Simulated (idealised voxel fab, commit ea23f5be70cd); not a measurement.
process module | voxel transistor to metal
cross-section cut | 175 nm wide | cells 5 nm
A cross-section is a grid of square cells, given in bands from the top down. A band is one or more rows of cells.
Each band's line starts with the height of the band's top and of its bottom, in nm. Then come its materials from left to right, each with its width in nm. One material with "throughout" fills the band from edge to edge. "air" is empty space.
Height 0 is the level under which the wafer as received is all one material. The lowest band goes on downwards, as in "0 down".
A width such as "30 to 40" changes by the same amount from each row of cells to the next, from the band's top row to its bottom row.
"no change" after a step means that no cell of the cross-section changed.
closed voids: empty space of 8 cells or more with no open way to the top, each as width x height at its distance from the left edge, in nm
after a step's settings: what the simulator itself notes on the step
overlay nm, on a step with a mask: how far to the right of its planned place the mask lay; to the left if negative
plan
1 op RECEIVE | material Si
2 op OXIDIZE | depth nm 5
3 op CONFORMAL_DEP | material SiN | thk nm 10
4 op DIRECTIONAL_DEP | material aC | thk nm 15
5 op PATTERN | tone cover | mask id ACTIVE | material resist | width nm 115 | thk nm 35 | overlay nm -15
6 op DIRECTIONAL_ETCH | etch materials aC | depth nm 15
7 op STRIP | etch materials resist
8 op DIRECTIONAL_ETCH | etch materials SiN | depth nm 10
9 op DIRECTIONAL_ETCH | etch materials SiO2 | depth nm 5
10 op DIRECTIONAL_ETCH | etch materials Si | depth nm 20
11 op STRIP | etch materials aC
12 op OXIDIZE | depth nm 5
13 op FILL_DEP | material SiO2 | thk nm 5
14 op CMP | height nm 10
15 op SELECTIVE_ETCH | etch materials SiO2 | depth nm 10
16 op STRIP | etch materials SiN
17 op SELECTIVE_ETCH | etch materials SiO2 | depth nm 5
18 op OXIDIZE | depth nm 5
19 op DIRECTIONAL_DEP | material polySi | thk nm 30
20 op DIRECTIONAL_DEP | material SiCN | thk nm 10
21 op PATTERN | tone cover | mask id GATE | material resist | width nm 25 | thk nm 15 | overlay nm 0
22 op DIRECTIONAL_ETCH | etch materials SiCN | depth nm 20
23 op DIRECTIONAL_ETCH | etch materials polySi | depth nm 40
24 op STRIP | etch materials resist
25 op CONFORMAL_DEP | material SiO2 | thk nm 5
26 op DIRECTIONAL_ETCH | etch materials SiO2 | depth nm 5
27 op CONFORMAL_DEP | material SiN | thk nm 10
28 op DIRECTIONAL_ETCH | etch materials SiN | depth nm 10
29 op DIRECTIONAL_ETCH | etch materials SiO2 | depth nm 5
30 op DIRECTIONAL_ETCH | etch materials Si | depth nm 5
31 op EPI | material pSi | thk nm 5
32 op FILL_DEP | material SiO2 | thk nm 5
33 op CMP | height nm 25
34 op STRIP | etch materials polySi
35 op SELECTIVE_ETCH | etch materials SiO2 | depth nm 5
36 op CONFORMAL_DEP | material HfO2 | thk nm 5
37 op CONFORMAL_DEP | material TiN | thk nm 5
38 op FILL_DEP | material W | thk nm 5
39 op CMP | height nm 20
40 op DIRECTIONAL_DEP | material SiO2 | thk nm 10
41 op MASKED_ETCH | tone open | mask id CONTACT | width nm 20 | pitch nm 75 | etch materials SiO2 | depth nm 40 | overlay nm 0
42 op CONFORMAL_DEP | material TiN | thk nm 5
43 op FILL_DEP | material W | thk nm 5
44 op CMP | height nm 30
45 op CONFORMAL_DEP | material SiCN | thk nm 5
46 op DIRECTIONAL_DEP | material lowk | thk nm 25
47 op PATTERN | tone open | mask id METAL_1 | material resist | width nm 20 | pitch nm 75 | thk nm 20 | overlay nm 0
48 op DIRECTIONAL_ETCH | etch materials lowk | depth nm 25
49 op DIRECTIONAL_ETCH | etch materials SiCN | depth nm 5
50 op STRIP | etch materials resist
51 op CONFORMAL_DEP | material TiN | thk nm 5
52 op FILL_DEP | material W | thk nm 5
53 op CMP | height nm 60
54 op EPI | material Ru | thk nm 5
55 op FILL_DEP | material SiCN | thk nm 5
56 op DIRECTIONAL_DEP | material lowk | thk nm 25
57 op PATTERN | tone open | mask id METAL_2 | material resist | width nm 20 | pitch nm 75 | thk nm 15 | overlay nm 0
58 op DIRECTIONAL_ETCH | etch materials lowk | depth nm 15
59 op STRIP | etch materials resist
60 op PATTERN | tone open | mask id METAL_2_HOLES | material resist | width nm 15 | pitch nm 75 | thk nm 15 | overlay nm 0
61 op DIRECTIONAL_ETCH | etch materials lowk | depth nm 10
62 op DIRECTIONAL_ETCH | etch materials SiCN | depth nm 5
63 op STRIP | etch materials resist
64 op CONFORMAL_DEP | material TiN | thk nm 5
65 op FILL_DEP | material Cu | thk nm 5
66 op CMP | height nm 95
67 op CONFORMAL_DEP | material SiN | thk nm 5
varied across the wafers: overlay nm of step 5. The plan shows the first wafer's value. All wafers start alike
first wafer as received, after step 1
  0 down: Si throughout
  closed voids: none
first wafer at the end, after step 67
  100 to 95: SiN throughout
  95 to 85: lowk 40 | TiN 5 | Cu 10 | TiN 5 | lowk 55 | TiN 5 | Cu 10 | TiN 5 | lowk 40
  85 to 80: lowk 40 | TiN 5 | Cu 5 | TiN 10 | lowk 55 | TiN 5 | Cu 5 | TiN 10 | lowk 40
  80 to 70: lowk 40 | TiN 5 | Cu 5 | TiN 5 | lowk 60 | TiN 5 | Cu 5 | TiN 5 | lowk 45
  70 to 65: SiCN 40 | TiN 15 | SiCN 60 | TiN 15 | SiCN 45
  65 to 60: SiCN 35 | Ru 30 | SiCN 45 | Ru 30 | SiCN 35
  60 to 35: lowk 40 | TiN 5 | W 10 | TiN 5 | lowk 55 | TiN 5 | W 10 | TiN 5 | lowk 40
  35 to 30: SiCN 40 | TiN 20 | SiCN 55 | TiN 20 | SiCN 40
  30 to 20: SiO2 40 | TiN 5 | W 10 | TiN 5 | SiO2 55 | TiN 5 | W 10 | TiN 5 | SiO2 40
  20 to 0: SiO2 40 | TiN 5 | W 10 | TiN 5 | SiN 10 | HfO2 5 | TiN 5 | W 15 | TiN 5 | HfO2 5 | SiN 10 | TiN 5 | W 10 | TiN 5 | SiO2 40
  0 to -5: SiO2 40 | TiN 5 | W 5 | TiN 10 | SiN 10 | HfO2 5 | TiN 25 | HfO2 5 | SiN 10 | TiN 10 | W 5 | TiN 5 | SiO2 40
  -5 to -10: SiO2 40 | TiN 15 | pSi 5 | SiO2 10 | HfO2 35 | SiO2 10 | pSi 5 | TiN 15 | SiO2 40
  -10 to -15: SiO2 20 | pSi 40 | Si 55 | pSi 10 | SiO2 50
  -15 to -30: SiO2 20 | Si 105 | SiO2 50
  -30 down: Si throughout
  closed voids: none
last wafer at the end
  100 to 95: SiN throughout
  95 to 85: lowk 40 | TiN 5 | Cu 10 | TiN 5 | lowk 55 | TiN 5 | Cu 10 | TiN 5 | lowk 40
  85 to 80: lowk 40 | TiN 5 | Cu 5 | TiN 10 | lowk 55 | TiN 5 | Cu 5 | TiN 10 | lowk 40
  80 to 70: lowk 40 | TiN 5 | Cu 5 | TiN 5 | lowk 60 | TiN 5 | Cu 5 | TiN 5 | lowk 45
  70 to 65: SiCN 40 | TiN 15 | SiCN 60 | TiN 15 | SiCN 45
  65 to 60: SiCN 35 | Ru 30 | SiCN 45 | Ru 30 | SiCN 35
  60 to 35: lowk 40 | TiN 5 | W 10 | TiN 5 | lowk 55 | TiN 5 | W 10 | TiN 5 | lowk 40
  35 to 30: SiCN 40 | TiN 20 | SiCN 55 | TiN 20 | SiCN 40
  30 to 20: SiO2 40 | TiN 5 | W 10 | TiN 5 | SiO2 55 | TiN 5 | W 10 | TiN 5 | SiO2 40
  20 to 0: SiO2 40 | TiN 5 | W 10 | TiN 5 | SiN 10 | HfO2 5 | TiN 5 | W 15 | TiN 5 | HfO2 5 | SiN 10 | TiN 5 | W 10 | TiN 5 | SiO2 40
  0 to -5: SiO2 40 | TiN 5 | W 5 | TiN 10 | SiN 10 | HfO2 5 | TiN 25 | HfO2 5 | SiN 10 | TiN 10 | W 5 | TiN 5 | SiO2 40
  -5 to -10: SiO2 40 | TiN 15 | pSi 5 | SiO2 10 | HfO2 35 | SiO2 10 | pSi 5 | TiN 15 | SiO2 40
  -10 to -15: SiO2 50 | pSi 10 | Si 55 | pSi 40 | SiO2 20
  -15 to -30: SiO2 50 | Si 105 | SiO2 20
  -30 down: Si throughout
  closed voids: none
each wafer at the end: cells of each material gained (+) or lost (-) since it was received, then its closed voids
overlay nm -15 | +14 Cu | +17 HfO2 | +12 Ru | -136 Si | +79 SiCN | +55 SiN | +210 SiO2 | +105 TiN | +58 W | +274 lowk | +12 pSi | closed voids: none
overlay nm -10 | +14 Cu | +17 HfO2 | +12 Ru | -136 Si | +79 SiCN | +55 SiN | +210 SiO2 | +105 TiN | +58 W | +274 lowk | +12 pSi | closed voids: none
overlay nm -5 | +14 Cu | +17 HfO2 | +12 Ru | -136 Si | +79 SiCN | +55 SiN | +210 SiO2 | +105 TiN | +58 W | +274 lowk | +12 pSi | closed voids: none
overlay nm 0 | +14 Cu | +17 HfO2 | +12 Ru | -136 Si | +79 SiCN | +55 SiN | +210 SiO2 | +105 TiN | +58 W | +274 lowk | +12 pSi | closed voids: none
overlay nm 5 | +14 Cu | +17 HfO2 | +12 Ru | -136 Si | +79 SiCN | +55 SiN | +210 SiO2 | +105 TiN | +58 W | +274 lowk | +12 pSi | closed voids: none
overlay nm 10 | +14 Cu | +17 HfO2 | +12 Ru | -136 Si | +79 SiCN | +55 SiN | +210 SiO2 | +105 TiN | +58 W | +274 lowk | +12 pSi | closed voids: none
overlay nm 15 | +14 Cu | +17 HfO2 | +12 Ru | -136 Si | +79 SiCN | +55 SiN | +210 SiO2 | +105 TiN | +58 W | +274 lowk | +12 pSi | closed voids: none
